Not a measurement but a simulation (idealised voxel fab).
process module | voxel trench capacitor
cross-section cut | 140 nm wide | cells 5 nm
A cross-section is a grid of square cells, given in bands from the top down. A band is one or more rows of cells.
Each band's line starts with the height of the band's top and of its bottom, in nm. Then come its materials from left to right, each with its width in nm. One material with "throughout" fills the band from edge to edge. "air" is empty space.
Height 0 is the level under which the wafer as received is all one material. The lowest band goes on downwards, as in "0 down".
A width such as "30 to 40" changes by the same amount from each row of cells to the next, from the band's top row to its bottom row.
"no change" after a step means that no cell of the cross-section changed.
closed voids: empty space of 8 cells or more with no open way to the top, each as width x height at its distance from the left edge, in nm
after a step's settings: what the simulator itself notes on the step
overlay nm, on a step with a mask: how far to the right of its planned place the mask lay; to the left if negative
plan
1 op RECEIVE | material Si
2 op CONFORMAL_DEP | material SiN | thk nm 10
3 op PATTERN | tone open | mask id TRENCH | material resist | width nm 30 | pitch nm 55 | thk nm 20 | overlay nm 0
4 op DIRECTIONAL_ETCH | etch materials SiN | depth nm 10
5 op DIRECTIONAL_ETCH | etch materials Si | depth nm 35
6 op STRIP | etch materials resist
7 op CONFORMAL_DEP | material HfO2 | thk nm 5
8 op CONFORMAL_DEP | material TiN | thk nm 5
9 op FILL_DEP | material W | thk nm 10
10 op CMP | height nm 10
first wafer, as planned
as received, after step 1
  0 down: Si throughout
  closed voids: none
after step 2
  10 to 0: SiN throughout
  below 0: unchanged
after step 3
  30 to 10: resist 25 | air 30 | resist 25 | air 30 | resist 30
  below 10: unchanged
after step 4
  30 to 10: resist 25 | air 30 | resist 25 | air 30 | resist 30
  10 to 0: SiN 25 | air 30 | SiN 25 | air 30 | SiN 30
  below 0: unchanged
after step 5
  30 to 10: resist 25 | air 30 | resist 25 | air 30 | resist 30
  10 to 0: SiN 25 | air 30 | SiN 25 | air 30 | SiN 30
  0 to -35: Si 25 | air 30 | Si 25 | air 30 | Si 30
  below -35: unchanged
after step 6
  10 to 0: SiN 25 | air 30 | SiN 25 | air 30 | SiN 30
  below 0: unchanged
after step 7
  15 to 10: HfO2 30 | air 20 | HfO2 35 | air 20 | HfO2 35
  10 to 0: SiN 25 | HfO2 5 | air 20 | HfO2 5 | SiN 25 | HfO2 5 | air 20 | HfO2 5 | SiN 30
  0 to -30: Si 25 | HfO2 5 | air 20 | HfO2 5 | Si 25 | HfO2 5 | air 20 | HfO2 5 | Si 30
  -30 to -35: Si 25 | HfO2 30 | Si 25 | HfO2 30 | Si 30
  below -35: unchanged
after step 8
  20 to 15: TiN 35 | air 10 | TiN 45 | air 10 | TiN 40
  15 to 10: HfO2 30 | TiN 5 | air 10 | TiN 5 | HfO2 35 | TiN 5 | air 10 | TiN 5 | HfO2 35
  10 to 0: SiN 25 | HfO2 5 | TiN 5 | air 10 | TiN 5 | HfO2 5 | SiN 25 | HfO2 5 | TiN 5 | air 10 | TiN 5 | HfO2 5 | SiN 30
  0 to -25: Si 25 | HfO2 5 | TiN 5 | air 10 | TiN 5 | HfO2 5 | Si 25 | HfO2 5 | TiN 5 | air 10 | TiN 5 | HfO2 5 | Si 30
  -25 to -30: Si 25 | HfO2 5 | TiN 20 | HfO2 5 | Si 25 | HfO2 5 | TiN 20 | HfO2 5 | Si 30
  below -30: unchanged
after step 9
  30 to 20: W throughout
  20 to 15: TiN 35 | W 10 | TiN 45 | W 10 | TiN 40
  15 to 10: HfO2 30 | TiN 5 | W 10 | TiN 5 | HfO2 35 | TiN 5 | W 10 | TiN 5 | HfO2 35
  10 to 0: SiN 25 | HfO2 5 | TiN 5 | W 10 | TiN 5 | HfO2 5 | SiN 25 | HfO2 5 | TiN 5 | W 10 | TiN 5 | HfO2 5 | SiN 30
  0 to -25: Si 25 | HfO2 5 | TiN 5 | W 10 | TiN 5 | HfO2 5 | Si 25 | HfO2 5 | TiN 5 | W 10 | TiN 5 | HfO2 5 | Si 30
  below -25: unchanged
after step 10
  10 to 0: SiN 25 | HfO2 5 | TiN 5 | W 10 | TiN 5 | HfO2 5 | SiN 25 | HfO2 5 | TiN 5 | W 10 | TiN 5 | HfO2 5 | SiN 30
  below 0: unchanged
second wafer: like start, like plan, one mistake. Through step 4 it matches the first wafer
when step 5 should have ended
  30 to 10: resist 25 | air 30 | resist 25 | air 30 | resist 30
  10 to 0: SiN 25 | air 30 | SiN 25 | air 30 | SiN 30
  0 to -25: Si 25 | air 30 | Si 25 | air 30 | Si 30
  below -25: unchanged
when step 6 should have ended
  10 to 0: SiN 25 | air 30 | SiN 25 | air 30 | SiN 30
  below 0: unchanged
when step 7 should have ended
  15 to 10: HfO2 30 | air 20 | HfO2 35 | air 20 | HfO2 35
  10 to 0: SiN 25 | HfO2 5 | air 20 | HfO2 5 | SiN 25 | HfO2 5 | air 20 | HfO2 5 | SiN 30
  0 to -20: Si 25 | HfO2 5 | air 20 | HfO2 5 | Si 25 | HfO2 5 | air 20 | HfO2 5 | Si 30
  -20 to -25: Si 25 | HfO2 30 | Si 25 | HfO2 30 | Si 30
  below -25: unchanged
when step 8 should have ended
  20 to 15: TiN 35 | air 10 | TiN 45 | air 10 | TiN 40
  15 to 10: HfO2 30 | TiN 5 | air 10 | TiN 5 | HfO2 35 | TiN 5 | air 10 | TiN 5 | HfO2 35
  10 to 0: SiN 25 | HfO2 5 | TiN 5 | air 10 | TiN 5 | HfO2 5 | SiN 25 | HfO2 5 | TiN 5 | air 10 | TiN 5 | HfO2 5 | SiN 30
  0 to -15: Si 25 | HfO2 5 | TiN 5 | air 10 | TiN 5 | HfO2 5 | Si 25 | HfO2 5 | TiN 5 | air 10 | TiN 5 | HfO2 5 | Si 30
  -15 to -20: Si 25 | HfO2 5 | TiN 20 | HfO2 5 | Si 25 | HfO2 5 | TiN 20 | HfO2 5 | Si 30
  below -20: unchanged
when step 9 should have ended
  30 to 20: W throughout
  20 to 15: TiN 35 | W 10 | TiN 45 | W 10 | TiN 40
  15 to 10: HfO2 30 | TiN 5 | W 10 | TiN 5 | HfO2 35 | TiN 5 | W 10 | TiN 5 | HfO2 35
  10 to 0: SiN 25 | HfO2 5 | TiN 5 | W 10 | TiN 5 | HfO2 5 | SiN 25 | HfO2 5 | TiN 5 | W 10 | TiN 5 | HfO2 5 | SiN 30
  0 to -15: Si 25 | HfO2 5 | TiN 5 | W 10 | TiN 5 | HfO2 5 | Si 25 | HfO2 5 | TiN 5 | W 10 | TiN 5 | HfO2 5 | Si 30
  below -15: unchanged
when step 10 should have ended
  10 to 0: SiN 25 | HfO2 5 | TiN 5 | W 10 | TiN 5 | HfO2 5 | SiN 25 | HfO2 5 | TiN 5 | W 10 | TiN 5 | HfO2 5 | SiN 30
  below 0: unchanged
what went wrong: step 5 ran as: op DIRECTIONAL_ETCH | etch materials Si | depth nm 25
at the end the second wafer has, in cells: 8 fewer of HfO2 | 24 more of Si | 8 fewer of TiN | 8 fewer of W
